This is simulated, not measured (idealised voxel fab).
process module | voxel self aligned contacts
cross-section cut | 160 nm wide | cells 5 nm
A cross-section is a grid of square cells, given in bands from the top down. A band is one or more rows of cells.
Each band's line starts with the height of the band's top and of its bottom, in nm. Then come its materials from left to right, each with its width in nm. One material with "throughout" fills the band from edge to edge. "air" is empty space.
Height 0 is the level under which the wafer as received is all one material. The lowest band goes on downwards, as in "0 down".
A width such as "30 to 40" changes by the same amount from each row of cells to the next, from the band's top row to its bottom row.
"no change" after a step means that no cell of the cross-section changed.
closed voids: empty space of 8 cells or more with no open way to the top, each as width x height at its distance from the left edge, in nm
after a step's settings: what the simulator itself notes on the step
overlay nm, on a step with a mask: how far to the right of its planned place the mask lay; to the left if negative
plan
1 op RECEIVE | material Si
2 op OXIDIZE | depth nm 5
3 op DIRECTIONAL_DEP | material polySi | thk nm 30
4 op DIRECTIONAL_DEP | material SiN | thk nm 25
5 op DIRECTIONAL_DEP | material aC | thk nm 15
6 op PATTERN | tone cover | mask id GATE | material resist | width nm 25 | pitch nm 65 | thk nm 35 | overlay nm 0
7 op DIRECTIONAL_ETCH | etch materials aC | depth nm 15
8 op STRIP | etch materials resist
9 op DIRECTIONAL_ETCH | etch materials SiN | depth nm 25
10 op DIRECTIONAL_ETCH | etch materials polySi | depth nm 30
11 op STRIP | etch materials aC
12 op CONFORMAL_DEP | material SiN | thk nm 10
13 op DIRECTIONAL_ETCH | etch materials SiN | depth nm 10
14 op FILL_DEP | material SiO2 | thk nm 20
15 op CMP | height nm 65
16 op MASKED_ETCH | tone open | mask id CONTACT | width nm 50 | etch materials SiO2 | depth nm 70 | overlay nm 0
17 op CONFORMAL_DEP | material TiN | thk nm 5
18 op FILL_DEP | material Ru | thk nm 5
19 op CMP | height nm 65
20 op CONFORMAL_DEP | material SiN | thk nm 5
as received, after step 1
  0 down: Si throughout
  closed voids: none
a wafer at the end: this start, this plan, one mistake
  70 to 65: SiN throughout
  65 to 55: Ru 50 to 20 | TiN 5 to 35 | SiO2 50 | TiN 5 to 35 | Ru 50 to 20
  55 to 30: Ru 20 | TiN 5 | SiN 45 | SiO2 20 | SiN 45 | TiN 5 | Ru 20
  30 to 0: Ru 20 | TiN 5 | SiN 10 | polySi 25 | SiN 10 | SiO2 20 | SiN 10 | polySi 25 | SiN 10 | TiN 5 | Ru 20
  0 to -5: TiN 25 | SiO2 110 | TiN 25
  -5 down: Si throughout
  closed voids: none
what went wrong: step 16 ran as: op MASKED_ETCH | tone cover | mask id CONTACT | width nm 50 | etch materials SiO2 | depth nm 70 | overlay nm 0
